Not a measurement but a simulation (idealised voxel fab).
This is a process module. Its name is voxel capacitor over wiring.
Cross-section cut spans 275 nm and uses square cells 5 nm in size.
Heads up, the way a cross-section reads in here is a grid of square cells, handed over as bands from the top down, with every band being one or more rows of cells. Band entry format. Leading values: height of top, height of bottom, nm. Remainder: materials in left-to-right order, each with its width in nm. Special words: "throughout" on a single material, which then fills the band edge to edge; "empty", empty space. Heads up on the height convention: 0 is the point under which the incoming wafer is all one material, and the lowest band has no bottom, it just keeps going down, like "0 nm and below". Width "30..40": first value at the band's top row of cells, second value at its bottom row, equal change from row to row. "no alterations made" means the step left every cell of the cross-section as it was. Look at "Unvented internal voids" for the closed voids: empty spaces with no open path to the top, sized 8 cells or up. Each is width x height at distance, distance from the left edge, all nm. On each step's line, the part that comes after the settings is the simulator's own comment on the step. You can add "overlay nm" to a step's line. For a step with a mask, it describes how far the mask lay to the right of its planned position, and a negative number describes a lay to the left. Reading guide: pairs of cross-sections, before and after one process step; after view cut off at lowest changed band; step and settings listed under each pair. Pairs may stem from different runs of this module on the same starting wafer; continuity with the pair above only where the "Prior to processing" entry states it.
# Prior to processing
> 0 nm and below: Si throughout
> Unvented internal voids: none
# Cross-Section Thereafter
> 10 nm to 0 nm: SiO2 throughout
> Note: structure below 0 unchanged.
> Unvented internal voids: none
Step sandwiched between the two cross-sections above: CONFORMAL_DEP,material SiO2,thk nm 10
Prior to processing: per the after cross-section of the pair just above.
# Cross-Section Thereafter
> 15 nm to 10 nm: SiCN throughout
> Note: structure below 10 unchanged.
> Unvented internal voids: none
Step sandwiched between the two cross-sections above: CONFORMAL_DEP,material SiCN,thk nm 5
Prior to processing: per the after cross-section of the pair just above.
# Cross-Section Thereafter
> 35 nm to 15 nm: lowk throughout
> Note: structure below 15 unchanged.
> Unvented internal voids: none
Step sandwiched between the two cross-sections above: DIRECTIONAL_DEP,material lowk,thk nm 20
Prior to processing: per the after cross-section of the pair just above.
# Cross-Section Thereafter
> 35 nm to 15 nm: lowk 75, empty 30, lowk 60, empty 30, lowk 80
> Note: structure below 15 unchanged.
> Unvented internal voids: none
Step sandwiched between the two cross-sections above: MASKED_ETCH,tone open,mask id METAL_1,width nm 30,pitch nm 90,etch materials lowk,depth nm 20,overlay nm 0
Prior to processing: per the after cross-section of the pair just above.
# Cross-Section Thereafter
> 35 nm to 15 nm: lowk 75, empty 30, lowk 60, empty 30, lowk 80
> 15 nm to 10 nm: SiCN 75, empty 30, SiCN 60, empty 30, SiCN 80
> Note: structure below 10 unchanged.
> Unvented internal voids: none
Step sandwiched between the two cross-sections above: MASKED_ETCH,tone open,mask id METAL_1,width nm 30,pitch nm 90,etch materials SiCN,depth nm 5,overlay nm 0
Prior to processing: per the after cross-section of the pair just above.
# Cross-Section Thereafter
> 40 nm to 35 nm: TiN 80, empty 20, TiN 70, empty 20, TiN 85
> 35 nm to 15 nm: lowk 75, TiN 5, empty 20, TiN 5, lowk 60, TiN 5, empty 20, TiN 5, lowk 80
> 15 nm to 10 nm: SiCN 75, TiN 30, SiCN 60, TiN 30, SiCN 80
> Note: structure below 10 unchanged.
> Unvented internal voids: none
Step sandwiched between the two cross-sections above: CONFORMAL_DEP,material TiN,thk nm 5
Prior to processing: per the after cross-section of the pair just above.
# Cross-Section Thereafter
> 45 nm to 40 nm: Cu throughout
> 40 nm to 35 nm: TiN 80, Cu 20, TiN 70, Cu 20, TiN 85
> 35 nm to 15 nm: lowk 75, TiN 5, Cu 20, TiN 5, lowk 60, TiN 5, Cu 20, TiN 5, lowk 80
> Note: structure below 15 unchanged.
> Unvented internal voids: none
Step sandwiched between the two cross-sections above: FILL_DEP,material Cu,thk nm 5
Prior to processing: per the after cross-section of the pair just above.
# Cross-Section Thereafter
> 35 nm to 15 nm: lowk 75, TiN 5, Cu 20, TiN 5, lowk 60, TiN 5, Cu 20, TiN 5, lowk 80
> Note: structure below 15 unchanged.
> Unvented internal voids: none
Step sandwiched between the two cross-sections above: CMP,height nm 35
Prior to processing: per the after cross-section of the pair just above.
# Cross-Section Thereafter
> 40 nm to 35 nm: SiCN throughout
> Note: structure below 35 unchanged.
> Unvented internal voids: none
Step sandwiched between the two cross-sections above: CONFORMAL_DEP,material SiCN,thk nm 5
Prior to processing: per the after cross-section of the pair just above.
# Cross-Section Thereafter
> 55 nm to 40 nm: SiO2 throughout
> Note: structure below 40 unchanged.
> Unvented internal voids: none
Step sandwiched between the two cross-sections above: DIRECTIONAL_DEP,material SiO2,thk nm 15
Prior to processing: per the after cross-section of the pair just above.
# Cross-Section Thereafter
> 75 nm to 55 nm: resist 90, empty 15, resist 170
> Note: structure below 55 unchanged.
> Unvented internal voids: none
Step sandwiched between the two cross-sections above: PATTERN,tone open,mask id PLUG_1,material resist,width nm 15,thk nm 20,overlay nm 0
Prior to processing: per the after cross-section of the pair just above.
# Cross-Section Thereafter
> 75 nm to 55 nm: resist 90, empty 15, resist 170
> 55 nm to 40 nm: SiO2 90, empty 15, SiO2 170
> Note: structure below 40 unchanged.
> Unvented internal voids: none
Step sandwiched between the two cross-sections above: DIRECTIONAL_ETCH,etch materials SiO2,depth nm 15
Prior to processing: per the after cross-section of the pair just above.
# Cross-Section Thereafter
> 75 nm to 55 nm: resist 90, empty 15, resist 170
> 55 nm to 40 nm: SiO2 90, empty 15, SiO2 170
> 40 nm to 35 nm: SiCN 90, empty 15, SiCN 170
> Note: structure below 35 unchanged.
> Unvented internal voids: none
Step sandwiched between the two cross-sections above: DIRECTIONAL_ETCH,etch materials SiCN,depth nm 5
Prior to processing: per the after cross-section of the pair just above.
# Cross-Section Thereafter
> 55 nm to 40 nm: SiO2 90, empty 15, SiO2 170
> Note: structure below 40 unchanged.
> Unvented internal voids: none
Step sandwiched between the two cross-sections above: STRIP,etch materials resist
Prior to processing: per the after cross-section of the pair just above.
# Cross-Section Thereafter
> 60 nm to 55 nm: TiN 95, empty 5, TiN 175
> 55 nm to 40 nm: SiO2 90, TiN 5, empty 5, TiN 5, SiO2 170
> 40 nm to 35 nm: SiCN 90, TiN 15, SiCN 170
> Note: structure below 35 unchanged.
> Unvented internal voids: none
Step sandwiched between the two cross-sections above: CONFORMAL_DEP,material TiN,thk nm 5
Prior to processing: per the after cross-section of the pair just above.
# Cross-Section Thereafter
> 70 nm to 60 nm: Ru throughout
> 60 nm to 55 nm: TiN 95, Ru 5, TiN 175
> 55 nm to 40 nm: SiO2 90, TiN 5, Ru 5, TiN 5, SiO2 170
> Note: structure below 40 unchanged.
> Unvented internal voids: none
Step sandwiched between the two cross-sections above: FILL_DEP,material Ru,thk nm 10
Prior to processing: per the after cross-section of the pair just above.
# Cross-Section Thereafter
> 55 nm to 40 nm: SiO2 90, TiN 5, Ru 5, TiN 5, SiO2 170
> Note: structure below 40 unchanged.
> Unvented internal voids: none
Step sandwiched between the two cross-sections above: CMP,height nm 55
Prior to processing: per the after cross-section of the pair just above.
# Cross-Section Thereafter
> 60 nm to 55 nm: TiN throughout
> Note: structure below 55 unchanged.
> Unvented internal voids: none
Step sandwiched between the two cross-sections above: DIRECTIONAL_DEP,material TiN,thk nm 5
Prior to processing: per the after cross-section of the pair just above.
# Cross-Section Thereafter
> 65 nm to 60 nm: SiN throughout
> Note: structure below 60 unchanged.
> Unvented internal voids: none
Step sandwiched between the two cross-sections above: DIRECTIONAL_DEP,material SiN,thk nm 5
Prior to processing: per the after cross-section of the pair just above.
# Cross-Section Thereafter
> 70 nm to 65 nm: TiN throughout
> Note: structure below 65 unchanged.
> Unvented internal voids: none
Step sandwiched between the two cross-sections above: DIRECTIONAL_DEP,material TiN,thk nm 5
Prior to processing: per the after cross-section of the pair just above.
# Cross-Section Thereafter
> 70 nm to 65 nm: empty 90, TiN 65, empty 120
> Note: structure below 65 unchanged.
> Unvented internal voids: none
Step sandwiched between the two cross-sections above: MASKED_ETCH,tone cover,mask id UPPER_PLATE,width nm 65,etch materials TiN,depth nm 5,overlay nm 0
Prior to processing: per the after cross-section of the pair just above.
# Cross-Section Thereafter
> 70 nm to 65 nm: empty 90, TiN 65, empty 120
> 65 nm to 60 nm: empty 90, SiN 65, empty 120
> Note: structure below 60 unchanged.
> Unvented internal voids: none
Step sandwiched between the two cross-sections above: MASKED_ETCH,tone cover,mask id UPPER_PLATE,width nm 65,etch materials SiN,depth nm 5,overlay nm 0
Prior to processing: per the after cross-section of the pair just above.
# Cross-Section Thereafter
> 85 nm to 70 nm: empty 85, resist 75, empty 115
> 70 nm to 65 nm: empty 85, resist 5, TiN 65, resist 5, empty 115
> 65 nm to 60 nm: empty 85, resist 5, SiN 65, resist 5, empty 115
> Note: structure below 60 unchanged.
> Unvented internal voids: none
Step sandwiched between the two cross-sections above: PATTERN,tone cover,mask id LOWER_PLATE,material resist,width nm 75,thk nm 15,overlay nm 0
Prior to processing: per the after cross-section of the pair just above.
# Cross-Section Thereafter
> 85 nm to 70 nm: empty 85, resist 75, empty 115
> 70 nm to 65 nm: empty 85, resist 5, TiN 65, resist 5, empty 115
> 65 nm to 60 nm: empty 85, resist 5, SiN 65, resist 5, empty 115
> 60 nm to 55 nm: empty 85, TiN 75, empty 115
> Note: structure below 55 unchanged.
> Unvented internal voids: none
Step sandwiched between the two cross-sections above: DIRECTIONAL_ETCH,etch materials TiN,depth nm 5
Prior to processing: per the after cross-section of the pair just above.
# Cross-Section Thereafter
> 70 nm to 65 nm: empty 90, TiN 65, empty 120
> 65 nm to 60 nm: empty 90, SiN 65, empty 120
> Note: structure below 60 unchanged.
> Unvented internal voids: none
Step sandwiched between the two cross-sections above: STRIP,etch materials resist
Prior to processing: per the after cross-section of the pair just above.
# Cross-Section Thereafter
> 90 nm to 70 nm: SiO2 throughout
> 70 nm to 65 nm: SiO2 90, TiN 65, SiO2 120
> 65 nm to 60 nm: SiO2 90, SiN 65, SiO2 120
> 60 nm to 55 nm: SiO2 85, TiN 75, SiO2 115
> Note: structure below 55 unchanged.
> Unvented internal voids: none
Step sandwiched between the two cross-sections above: FILL_DEP,material SiO2,thk nm 20
Prior to processing: per the after cross-section of the pair just above.
# Cross-Section Thereafter
> 85 nm to 70 nm: SiO2 throughout
> Note: structure below 70 unchanged.
> Unvented internal voids: none
Step sandwiched between the two cross-sections above: CMP,height nm 85
Prior to processing: per the after cross-section of the pair just above.
# Cross-Section Thereafter
> 85 nm to 70 nm: SiO2 100, empty 15, SiO2 160
> Note: structure below 70 unchanged.
> Unvented internal voids: none
Step sandwiched between the two cross-sections above: MASKED_ETCH,tone open,mask id PLUG_2,width nm 15,etch materials SiO2,depth nm 15,overlay nm 0
Prior to processing: per the after cross-section of the pair just above.
# Cross-Section Thereafter
> 90 nm to 85 nm: TiN 105, empty 5, TiN 165
> 85 nm to 75 nm: SiO2 100, TiN 5, empty 5, TiN 5, SiO2 160
> 75 nm to 65 nm: SiO2 100..90, TiN 15..65, SiO2 160..120
> Note: structure below 65 unchanged.
> Unvented internal voids: none
Step sandwiched between the two cross-sections above: CONFORMAL_DEP,material TiN,thk nm 5
Prior to processing: per the after cross-section of the pair just above.
# Cross-Section Thereafter
> 95 nm to 90 nm: Ru throughout
> 90 nm to 85 nm: TiN 105, Ru 5, TiN 165
> 85 nm to 75 nm: SiO2 100, TiN 5, Ru 5, TiN 5, SiO2 160
> Note: structure below 75 unchanged.
> Unvented internal voids: none
Step sandwiched between the two cross-sections above: FILL_DEP,material Ru,thk nm 5
Prior to processing: per the after cross-section of the pair just above.
# Cross-Section Thereafter
> 85 nm to 75 nm: SiO2 100, TiN 5, Ru 5, TiN 5, SiO2 160
> Note: structure below 75 unchanged.
> Unvented internal voids: none
Step sandwiched between the two cross-sections above: CMP,height nm 85
Prior to processing: per the after cross-section of the pair just above.
# Cross-Section Thereafter
> 90 nm to 85 nm: SiN throughout
> Note: structure below 85 unchanged.
> Unvented internal voids: none
Step sandwiched between the two cross-sections above: CONFORMAL_DEP,material SiN,thk nm 5
# Prior to processing
> 10 nm to 0 nm: SiO2 throughout
> 0 nm and below: Si throughout
> Unvented internal voids: none
# Cross-Section Thereafter
> 30 nm to 10 nm: lowk throughout
> Note: structure below 10 unchanged.
> Unvented internal voids: none
Step sandwiched between the two cross-sections above: DIRECTIONAL_DEP,material lowk,thk nm 20
Prior to processing: per the after cross-section of the pair just above.
# Cross-Section Thereafter
> 30 nm to 10 nm: lowk 75, empty 30, lowk 60, empty 30, lowk 80
> Note: structure below 10 unchanged.
> Unvented internal voids: none
Step sandwiched between the two cross-sections above: MASKED_ETCH,tone open,mask id METAL_1,width nm 30,pitch nm 90,etch materials lowk,depth nm 20,overlay nm 0
Prior to processing: per the after cross-section of the pair just above.
# Cross-Section Thereafter
> 35 nm to 30 nm: TiN 80, empty 20, TiN 70, empty 20, TiN 85
> 30 nm to 15 nm: lowk 75, TiN 5, empty 20, TiN 5, lowk 60, TiN 5, empty 20, TiN 5, lowk 80
> 15 nm to 10 nm: lowk 75, TiN 30, lowk 60, TiN 30, lowk 80
> Note: structure below 10 unchanged.
> Unvented internal voids: none
Step sandwiched between the two cross-sections above: CONFORMAL_DEP,material TiN,thk nm 5
Prior to processing: per the after cross-section of the pair just above.
# Cross-Section Thereafter
> 40 nm to 35 nm: Cu throughout
> 35 nm to 30 nm: TiN 80, Cu 20, TiN 70, Cu 20, TiN 85
> 30 nm to 15 nm: lowk 75, TiN 5, Cu 20, TiN 5, lowk 60, TiN 5, Cu 20, TiN 5, lowk 80
> Note: structure below 15 unchanged.
> Unvented internal voids: none
Step sandwiched between the two cross-sections above: FILL_DEP,material Cu,thk nm 5
Prior to processing: per the after cross-section of the pair just above.
# Cross-Section Thereafter
> 35 nm to 30 nm: TiN 80, Cu 20, TiN 70, Cu 20, TiN 85
> Note: structure below 30 unchanged.
> Unvented internal voids: none
Step sandwiched between the two cross-sections above: CMP,height nm 35
Prior to processing: per the after cross-section of the pair just above.
# Cross-Section Thereafter
> 40 nm to 35 nm: SiCN throughout
> Note: structure below 35 unchanged.
> Unvented internal voids: none
Step sandwiched between the two cross-sections above: CONFORMAL_DEP,material SiCN,thk nm 5
Prior to processing: per the after cross-section of the pair just above.
# Cross-Section Thereafter
> 55 nm to 40 nm: SiO2 throughout
> Note: structure below 40 unchanged.
> Unvented internal voids: none
Step sandwiched between the two cross-sections above: DIRECTIONAL_DEP,material SiO2,thk nm 15
Prior to processing: per the after cross-section of the pair just above.
# Cross-Section Thereafter
> 75 nm to 55 nm: resist 90, empty 15, resist 170
> Note: structure below 55 unchanged.
> Unvented internal voids: none
Step sandwiched between the two cross-sections above: PATTERN,tone open,mask id PLUG_1,material resist,width nm 15,thk nm 20,overlay nm 0
Prior to processing: per the after cross-section of the pair just above.
# Cross-Section Thereafter
> 75 nm to 55 nm: resist 90, empty 15, resist 170
> 55 nm to 40 nm: SiO2 90, empty 15, SiO2 170
> Note: structure below 40 unchanged.
> Unvented internal voids: none
Step sandwiched between the two cross-sections above: DIRECTIONAL_ETCH,etch materials SiO2,depth nm 15
Prior to processing: per the after cross-section of the pair just above.
# Cross-Section Thereafter
> 75 nm to 55 nm: resist 90, empty 15, resist 170
> 55 nm to 40 nm: SiO2 90, empty 15, SiO2 170
> 40 nm to 35 nm: SiCN 90, empty 15, SiCN 170
> Note: structure below 35 unchanged.
> Unvented internal voids: none
Step sandwiched between the two cross-sections above: DIRECTIONAL_ETCH,etch materials SiCN,depth nm 5
Prior to processing: per the after cross-section of the pair just above.
# Cross-Section Thereafter
> 55 nm to 40 nm: SiO2 90, empty 15, SiO2 170
> Note: structure below 40 unchanged.
> Unvented internal voids: none
Step sandwiched between the two cross-sections above: STRIP,etch materials resist
Prior to processing: per the after cross-section of the pair just above.
# Cross-Section Thereafter
> 60 nm to 55 nm: TiN 95, empty 5, TiN 175
> 55 nm to 40 nm: SiO2 90, TiN 5, empty 5, TiN 5, SiO2 170
> 40 nm to 35 nm: SiCN 90, TiN 15, SiCN 170
> Note: structure below 35 unchanged.
> Unvented internal voids: none
Step sandwiched between the two cross-sections above: CONFORMAL_DEP,material TiN,thk nm 5
Prior to processing: per the after cross-section of the pair just above.
# Cross-Section Thereafter
> 70 nm to 60 nm: Ru throughout
> 60 nm to 55 nm: TiN 95, Ru 5, TiN 175
> 55 nm to 40 nm: SiO2 90, TiN 5, Ru 5, TiN 5, SiO2 170
> Note: structure below 40 unchanged.
> Unvented internal voids: none
Step sandwiched between the two cross-sections above: FILL_DEP,material Ru,thk nm 10
Prior to processing: per the after cross-section of the pair just above.
# Cross-Section Thereafter
> 55 nm to 40 nm: SiO2 90, TiN 5, Ru 5, TiN 5, SiO2 170
> Note: structure below 40 unchanged.
> Unvented internal voids: none
Step sandwiched between the two cross-sections above: CMP,height nm 55
Prior to processing: per the after cross-section of the pair just above.
# Cross-Section Thereafter
> 60 nm to 55 nm: TiN throughout
> Note: structure below 55 unchanged.
> Unvented internal voids: none
Step sandwiched between the two cross-sections above: DIRECTIONAL_DEP,material TiN,thk nm 5
Prior to processing: per the after cross-section of the pair just above.
# Cross-Section Thereafter
> 65 nm to 60 nm: SiN throughout
> Note: structure below 60 unchanged.
> Unvented internal voids: none
Step sandwiched between the two cross-sections above: DIRECTIONAL_DEP,material SiN,thk nm 5
Prior to processing: per the after cross-section of the pair just above.
# Cross-Section Thereafter
> 70 nm to 65 nm: TiN throughout
> Note: structure below 65 unchanged.
> Unvented internal voids: none
Step sandwiched between the two cross-sections above: DIRECTIONAL_DEP,material TiN,thk nm 5
Prior to processing: per the after cross-section of the pair just above.
# Cross-Section Thereafter
> 70 nm to 65 nm: empty 90, TiN 65, empty 120
> Note: structure below 65 unchanged.
> Unvented internal voids: none
Step sandwiched between the two cross-sections above: MASKED_ETCH,tone cover,mask id UPPER_PLATE,width nm 65,etch materials TiN,depth nm 5,overlay nm 0
Prior to processing: per the after cross-section of the pair just above.
# Cross-Section Thereafter
> 70 nm to 65 nm: empty 90, TiN 65, empty 120
> 65 nm to 60 nm: empty 90, SiN 65, empty 120
> Note: structure below 60 unchanged.
> Unvented internal voids: none
Step sandwiched between the two cross-sections above: MASKED_ETCH,tone cover,mask id UPPER_PLATE,width nm 65,etch materials SiN,depth nm 5,overlay nm 0
Prior to processing: per the after cross-section of the pair just above.
# Cross-Section Thereafter
> 85 nm to 70 nm: empty 85, resist 75, empty 115
> 70 nm to 65 nm: empty 85, resist 5, TiN 65, resist 5, empty 115
> 65 nm to 60 nm: empty 85, resist 5, SiN 65, resist 5, empty 115
> Note: structure below 60 unchanged.
> Unvented internal voids: none
Step sandwiched between the two cross-sections above: PATTERN,tone cover,mask id LOWER_PLATE,material resist,width nm 75,thk nm 15,overlay nm 0
Prior to processing: per the after cross-section of the pair just above.
# Cross-Section Thereafter
> 85 nm to 70 nm: empty 85, resist 75, empty 115
> 70 nm to 65 nm: empty 85, resist 5, TiN 65, resist 5, empty 115
> 65 nm to 60 nm: empty 85, resist 5, SiN 65, resist 5, empty 115
> 60 nm to 55 nm: empty 85, TiN 75, empty 115
> Note: structure below 55 unchanged.
> Unvented internal voids: none
Step sandwiched between the two cross-sections above: DIRECTIONAL_ETCH,etch materials TiN,depth nm 5
Prior to processing: per the after cross-section of the pair just above.
# Cross-Section Thereafter
> 70 nm to 65 nm: empty 90, TiN 65, empty 120
> 65 nm to 60 nm: empty 90, SiN 65, empty 120
> Note: structure below 60 unchanged.
> Unvented internal voids: none
Step sandwiched between the two cross-sections above: STRIP,etch materials resist
Prior to processing: per the after cross-section of the pair just above.
# Cross-Section Thereafter
> 90 nm to 70 nm: SiO2 throughout
> 70 nm to 65 nm: SiO2 90, TiN 65, SiO2 120
> 65 nm to 60 nm: SiO2 90, SiN 65, SiO2 120
> 60 nm to 55 nm: SiO2 85, TiN 75, SiO2 115
> Note: structure below 55 unchanged.
> Unvented internal voids: none
Step sandwiched between the two cross-sections above: FILL_DEP,material SiO2,thk nm 20
Prior to processing: per the after cross-section of the pair just above.
# Cross-Section Thereafter
> 85 nm to 70 nm: SiO2 throughout
> Note: structure below 70 unchanged.
> Unvented internal voids: none
Step sandwiched between the two cross-sections above: CMP,height nm 85
Prior to processing: per the after cross-section of the pair just above.
# Cross-Section Thereafter
> 85 nm to 70 nm: SiO2 100, empty 15, SiO2 160
> Note: structure below 70 unchanged.
> Unvented internal voids: none
Step sandwiched between the two cross-sections above: MASKED_ETCH,tone open,mask id PLUG_2,width nm 15,etch materials SiO2,depth nm 15,overlay nm 0
Prior to processing: per the after cross-section of the pair just above.
# Cross-Section Thereafter
> 90 nm to 85 nm: TiN 105, empty 5, TiN 165
> 85 nm to 75 nm: SiO2 100, TiN 5, empty 5, TiN 5, SiO2 160
> 75 nm to 65 nm: SiO2 100..90, TiN 15..65, SiO2 160..120
> Note: structure below 65 unchanged.
> Unvented internal voids: none
Step sandwiched between the two cross-sections above: CONFORMAL_DEP,material TiN,thk nm 5
Prior to processing: per the after cross-section of the pair just above.
# Cross-Section Thereafter
> 95 nm to 90 nm: Ru throughout
> 90 nm to 85 nm: TiN 105, Ru 5, TiN 165
> 85 nm to 75 nm: SiO2 100, TiN 5, Ru 5, TiN 5, SiO2 160
> Note: structure below 75 unchanged.
> Unvented internal voids: none
Step sandwiched between the two cross-sections above: FILL_DEP,material Ru,thk nm 5
Prior to processing: per the after cross-section of the pair just above.
# Cross-Section Thereafter
> 85 nm to 75 nm: SiO2 100, TiN 5, Ru 5, TiN 5, SiO2 160
> Note: structure below 75 unchanged.
> Unvented internal voids: none
Step sandwiched between the two cross-sections above: CMP,height nm 85
Prior to processing: per the after cross-section of the pair just above.
# Cross-Section Thereafter
> 90 nm to 85 nm: SiN throughout
> Note: structure below 85 unchanged.
> Unvented internal voids: none
Step sandwiched between the two cross-sections above: CONFORMAL_DEP,material SiN,thk nm 5
# Prior to processing
> 60 nm to 55 nm: TiN throughout
> 55 nm to 40 nm: SiO2 90, TiN 5, Ru 5, TiN 5, SiO2 170
> 40 nm to 35 nm: SiCN 90, TiN 15, SiCN 170
> 35 nm to 15 nm: lowk 75, TiN 5, Cu 20, TiN 5, lowk 60, TiN 5, Cu 20, TiN 5, lowk 80
> 15 nm to 10 nm: SiCN 75, TiN 30, SiCN 60, TiN 30, SiCN 80
> 10 nm to 0 nm: SiO2 throughout
> 0 nm and below: Si throughout
> Unvented internal voids: none
# Cross-Section Thereafter
> 65 nm to 55 nm: TiN throughout
> Note: structure below 55 unchanged.
> Unvented internal voids: none
Step sandwiched between the two cross-sections above: DIRECTIONAL_DEP,material TiN,thk nm 5
Prior to processing: per the after cross-section of the pair just above.
# Cross-Section Thereafter
> 70 nm to 65 nm: SiN throughout
> Note: structure below 65 unchanged.
> Unvented internal voids: none
Step sandwiched between the two cross-sections above: DIRECTIONAL_DEP,material SiN,thk nm 5
Prior to processing: per the after cross-section of the pair just above.
# Cross-Section Thereafter
> 70 nm to 65 nm: empty 90, SiN 65, empty 120
> Note: structure below 65 unchanged.
> Unvented internal voids: none
Step sandwiched between the two cross-sections above: MASKED_ETCH,tone cover,mask id UPPER_PLATE,width nm 65,etch materials SiN,depth nm 5,overlay nm 0
Prior to processing: per the after cross-section of the pair just above.
# Cross-Section Thereafter
> 85 nm to 70 nm: empty 85, resist 75, empty 115
> 70 nm to 65 nm: empty 85, resist 5, SiN 65, resist 5, empty 115
> Note: structure below 65 unchanged.
> Unvented internal voids: none
Step sandwiched between the two cross-sections above: PATTERN,tone cover,mask id LOWER_PLATE,material resist,width nm 75,thk nm 15,overlay nm 0
Prior to processing: per the after cross-section of the pair just above.
# Cross-Section Thereafter
> 85 nm to 70 nm: empty 85, resist 75, empty 115
> 70 nm to 65 nm: empty 85, resist 5, SiN 65, resist 5, empty 115
> 65 nm to 60 nm: empty 85, TiN 75, empty 115
> Note: structure below 60 unchanged.
> Unvented internal voids: none
Step sandwiched between the two cross-sections above: DIRECTIONAL_ETCH,etch materials TiN,depth nm 5
Prior to processing: per the after cross-section of the pair just above.
# Cross-Section Thereafter
> 70 nm to 65 nm: empty 90, SiN 65, empty 120
> Note: structure below 65 unchanged.
> Unvented internal voids: none
Step sandwiched between the two cross-sections above: STRIP,etch materials resist
Prior to processing: per the after cross-section of the pair just above.
# Cross-Section Thereafter
> 90 nm to 70 nm: SiO2 throughout
> 70 nm to 65 nm: SiO2 90, SiN 65, SiO2 120
> 65 nm to 60 nm: SiO2 85, TiN 75, SiO2 115
> Note: structure below 60 unchanged.
> Unvented internal voids: none
Step sandwiched between the two cross-sections above: FILL_DEP,material SiO2,thk nm 20
Prior to processing: per the after cross-section of the pair just above.
# Cross-Section Thereafter
> 85 nm to 70 nm: SiO2 throughout
> Note: structure below 70 unchanged.
> Unvented internal voids: none
Step sandwiched between the two cross-sections above: CMP,height nm 85
Prior to processing: per the after cross-section of the pair just above.
# Cross-Section Thereafter
> 85 nm to 70 nm: SiO2 100, empty 15, SiO2 160
> Note: structure below 70 unchanged.
> Unvented internal voids: none
Step sandwiched between the two cross-sections above: MASKED_ETCH,tone open,mask id PLUG_2,width nm 15,etch materials SiO2,depth nm 15,overlay nm 0
Prior to processing: per the after cross-section of the pair just above.
# Cross-Section Thereafter
> 90 nm to 85 nm: TiN 105, empty 5, TiN 165
> 85 nm to 75 nm: SiO2 100, TiN 5, empty 5, TiN 5, SiO2 160
> 75 nm to 70 nm: SiO2 100, TiN 15, SiO2 160
> Note: structure below 70 unchanged.
> Unvented internal voids: none
Step sandwiched between the two cross-sections above: CONFORMAL_DEP,material TiN,thk nm 5
Prior to processing: per the after cross-section of the pair just above.
# Cross-Section Thereafter
> 95 nm to 90 nm: Ru throughout
> 90 nm to 85 nm: TiN 105, Ru 5, TiN 165
> 85 nm to 75 nm: SiO2 100, TiN 5, Ru 5, TiN 5, SiO2 160
> Note: structure below 75 unchanged.
> Unvented internal voids: none
Step sandwiched between the two cross-sections above: FILL_DEP,material Ru,thk nm 5
Prior to processing: per the after cross-section of the pair just above.
# Cross-Section Thereafter
> 85 nm to 75 nm: SiO2 100, TiN 5, Ru 5, TiN 5, SiO2 160
> Note: structure below 75 unchanged.
> Unvented internal voids: none
Step sandwiched between the two cross-sections above: CMP,height nm 85
Prior to processing: per the after cross-section of the pair just above.
# Cross-Section Thereafter
> 90 nm to 85 nm: SiN throughout
> Note: structure below 85 unchanged.
> Unvented internal voids: none
Step sandwiched between the two cross-sections above: CONFORMAL_DEP,material SiN,thk nm 5
# Prior to processing
> 95 nm to 90 nm: Ru throughout
> 90 nm to 85 nm: TiN 105, Ru 5, TiN 165
> 85 nm to 75 nm: SiO2 100, TiN 5, Ru 5, TiN 5, SiO2 160
> 75 nm to 65 nm: SiO2 100..90, TiN 15..65, SiO2 160..120
> 65 nm to 60 nm: SiO2 90, SiN 65, SiO2 120
> 60 nm to 55 nm: SiO2 85, TiN 75, SiO2 115
> 55 nm to 40 nm: SiO2 90, TiN 5, Ru 5, TiN 5, SiO2 170
> 40 nm to 35 nm: SiCN 90, TiN 15, SiCN 170
> 35 nm to 15 nm: lowk 75, TiN 5, Cu 20, TiN 5, lowk 60, TiN 5, Cu 20, TiN 5, lowk 80
> 15 nm to 10 nm: SiCN 75, TiN 30, SiCN 60, TiN 30, SiCN 80
> 10 nm to 0 nm: SiO2 throughout
> 0 nm and below: Si throughout
> Unvented internal voids: none
# Cross-Section Thereafter
> 90 nm to 85 nm: TiN 105, Ru 5, TiN 165
> Note: structure below 85 unchanged.
> Unvented internal voids: none
Step sandwiched between the two cross-sections above: CMP,height nm 90
Prior to processing: per the after cross-section of the pair just above.
# Cross-Section Thereafter
> 95 nm to 90 nm: SiN throughout
> Note: structure below 90 unchanged.
> Unvented internal voids: none
Step sandwiched between the two cross-sections above: CONFORMAL_DEP,material SiN,thk nm 5
# Prior to processing
> 70 nm to 65 nm: empty 90, TiN 65, empty 120
> 65 nm to 60 nm: empty 90, SiN 65, empty 120
> 60 nm to 55 nm: TiN throughout
> 55 nm to 40 nm: SiO2 90, TiN 5, Ru 5, TiN 5, SiO2 170
> 40 nm to 35 nm: SiCN 90, TiN 15, SiCN 170
> 35 nm to 15 nm: lowk 75, TiN 5, Cu 20, TiN 5, lowk 60, TiN 5, Cu 20, TiN 5, lowk 80
> 15 nm to 10 nm: SiCN 75, TiN 30, SiCN 60, TiN 30, SiCN 80
> 10 nm to 0 nm: SiO2 throughout
> 0 nm and below: Si throughout
> Unvented internal voids: none
# Cross-Section Thereafter
> 85 nm to 70 nm: empty 85, resist 80, empty 110
> 70 nm to 65 nm: empty 85, resist 5, TiN 65, resist 10, empty 110
> 65 nm to 60 nm: empty 85, resist 5, SiN 65, resist 10, empty 110
> Note: structure below 60 unchanged.
> Unvented internal voids: none
Step sandwiched between the two cross-sections above: PATTERN,tone cover,mask id LOWER_PLATE,material resist,width nm 80,thk nm 15,overlay nm 0
Prior to processing: per the after cross-section of the pair just above.
# Cross-Section Thereafter
> 85 nm to 70 nm: empty 85, resist 80, empty 110
> 70 nm to 65 nm: empty 85, resist 5, TiN 65, resist 10, empty 110
> 65 nm to 60 nm: empty 85, resist 5, SiN 65, resist 10, empty 110
> 60 nm to 55 nm: empty 85, TiN 80, empty 110
> Note: structure below 55 unchanged.
> Unvented internal voids: none
Step sandwiched between the two cross-sections above: DIRECTIONAL_ETCH,etch materials TiN,depth nm 5
Prior to processing: per the after cross-section of the pair just above.
# Cross-Section Thereafter
> 70 nm to 65 nm: empty 90, TiN 65, empty 120
> 65 nm to 60 nm: empty 90, SiN 65, empty 120
> Note: structure below 60 unchanged.
> Unvented internal voids: none
Step sandwiched between the two cross-sections above: STRIP,etch materials resist
Prior to processing: per the after cross-section of the pair just above.
# Cross-Section Thereafter
> 90 nm to 70 nm: SiO2 throughout
> 70 nm to 65 nm: SiO2 90, TiN 65, SiO2 120
> 65 nm to 60 nm: SiO2 90, SiN 65, SiO2 120
> 60 nm to 55 nm: SiO2 85, TiN 80, SiO2 110
> Note: structure below 55 unchanged.
> Unvented internal voids: none
Step sandwiched between the two cross-sections above: FILL_DEP,material SiO2,thk nm 20
Prior to processing: per the after cross-section of the pair just above.
# Cross-Section Thereafter
> 85 nm to 70 nm: SiO2 throughout
> Note: structure below 70 unchanged.
> Unvented internal voids: none
Step sandwiched between the two cross-sections above: CMP,height nm 85
